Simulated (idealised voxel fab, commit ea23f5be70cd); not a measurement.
A process module follows: voxel air gaps.
Cross-sectional view cut (width: 215 nm; square cell size: 5 nm).
Notation: cross-section as square-cell grid; stated in bands, top first, going down; one or more cell rows per band.
Read a band's entry like this: the first values are the height of its top and the height of its bottom in nm, and what follows is the sequence of materials from left to right, each with its width in nm. Note that "empty" is empty space, and that a single material marked "everywhere" reaches across the band from edge to edge.
The level at which height equals 0 is the one under which the wafer, as it arrives, is entirely one material. No lower edge exists for the bottom band, which continues downward and is notated as in "top 0, no bottom".
You'd read "30->40" like this: the band's top row of cells is as wide as the first number, its bottom row is as wide as the second, and going down, every row changes width by the same amount as the row before did.
"same as before" (step): cross-section cells unchanged, all of them.
"Sealed void inventory" means: voids of 8 cells or more that are shut off from the top with no open way through. Written width x height at distance, distance from the left edge, in nm.
That trailing text on a step's line, after the settings, is the simulator's own remark on the step.
The setting "overlay nm" may be written on the line of a step. When the step uses a mask, the value reports how far to the right of the planned place the mask lay, and a negative value reports that it lay to the left.

Process steps (planned):
1. RECEIVE [material Si]
2. CONFORMAL_DEP [material SiO2] [thk nm 10]
3. CONFORMAL_DEP [material SiN] [thk nm 5]
4. DIRECTIONAL_DEP [material SiO2] [thk nm 40]
5. DIRECTIONAL_DEP [material aC] [thk nm 10]
6. PATTERN [tone open] [mask id LINES] [material resist] [width nm 20] [pitch nm 45] [thk nm 25] [overlay nm 0]
7. DIRECTIONAL_ETCH [etch materials aC] [depth nm 10]
8. STRIP [etch materials resist]
9. DIRECTIONAL_ETCH [etch materials SiO2] [depth nm 40]
10. STRIP [etch materials aC]
11. CONFORMAL_DEP [material TiN] [thk nm 5]
12. FILL_DEP [material Ru] [thk nm 5]
13. CMP [height nm 55]
14. EPI [material Ru] [thk nm 10]
15. SELECTIVE_ETCH [etch materials SiO2] [depth nm 50]
16. CONFORMAL_DEP [material SiN] [thk nm 5]

Cross-section: wafer on arrival = after step 1:
* top 0, no bottom  Si everywhere
* Sealed void inventory: none

Cross-sectional image of the first of two wafers at the end of the module, the run having proceeded as planned:
* top 70, bottom 65  empty (15)  SiN (185)  empty (15)
* top 65, bottom 55  empty (15)  SiN (5)  Ru (40)  SiN (5)  Ru (40)  SiN (5)  Ru (40)  SiN (5)  Ru (40)  SiN (5)  empty (15)
* top 55, bottom 50  empty (15)  SiN (15)  TiN (5)  Ru (10)  TiN (5)  SiN (25)  TiN (5)  Ru (10)  TiN (5)  SiN (25)  TiN (5)  Ru (10)  TiN (5)  SiN (25)  TiN (5)  Ru (10)  TiN (5)  SiN (15)  empty (15)
* top 50, bottom 20  empty (25)  SiN (5)  TiN (5)  Ru (10)  TiN (5)  SiN (5)  empty (15)  SiN (5)  TiN (5)  Ru (10)  TiN (5)  SiN (5)  empty (15)  SiN (5)  TiN (5)  Ru (10)  TiN (5)  SiN (5)  empty (15)  SiN (5)  TiN (5)  Ru (10)  TiN (5)  SiN (5)  empty (25)
* top 20, bottom 15  SiN (30)  TiN (20)  SiN (25)  TiN (20)  SiN (25)  TiN (20)  SiN (25)  TiN (20)  SiN (30)
* top 15, bottom 10  SiN everywhere
* top 10, bottom 0  SiO2 everywhere
* top 0, no bottom  Si everywhere
* Sealed void inventory: 15 x 30 at 55; 15 x 30 at 100; 15 x 30 at 145

Second of two wafers, module complete, sectioned: it shares the first wafer's start and plan but was run with one mistake:
* top 70, bottom 65  SiN everywhere
* top 65, bottom 55  Ru everywhere
* top 55, bottom 20  Ru (25)  TiN (5)  SiO2 (20)  TiN (5)  Ru (15)  TiN (5)  SiO2 (20)  TiN (5)  Ru (15)  TiN (5)  SiO2 (20)  TiN (5)  Ru (15)  TiN (5)  SiO2 (20)  TiN (5)  Ru (25)
* top 20, bottom 15  TiN (30)  SiO2 (20)  TiN (25)  SiO2 (20)  TiN (25)  SiO2 (20)  TiN (25)  SiO2 (20)  TiN (30)
* top 15, bottom 10  SiN everywhere
* top 10, bottom 0  SiO2 everywhere
* top 0, no bottom  Si everywhere
* Sealed void inventory: none
Where did the run depart from the plan? for step 6, the planned setting was not used; the step was instead run as PATTERN [tone cover] [mask id LINES] [material resist] [width nm 20] [pitch nm 45] [thk nm 25] [overlay nm 0]
At the finish, the second wafer shows more or fewer cells for some materials than the first does: +99 Ru, -100 SiN, +128 SiO2, +11 TiN
Closed void count at end of process - first wafer: 3; second wafer: 0.
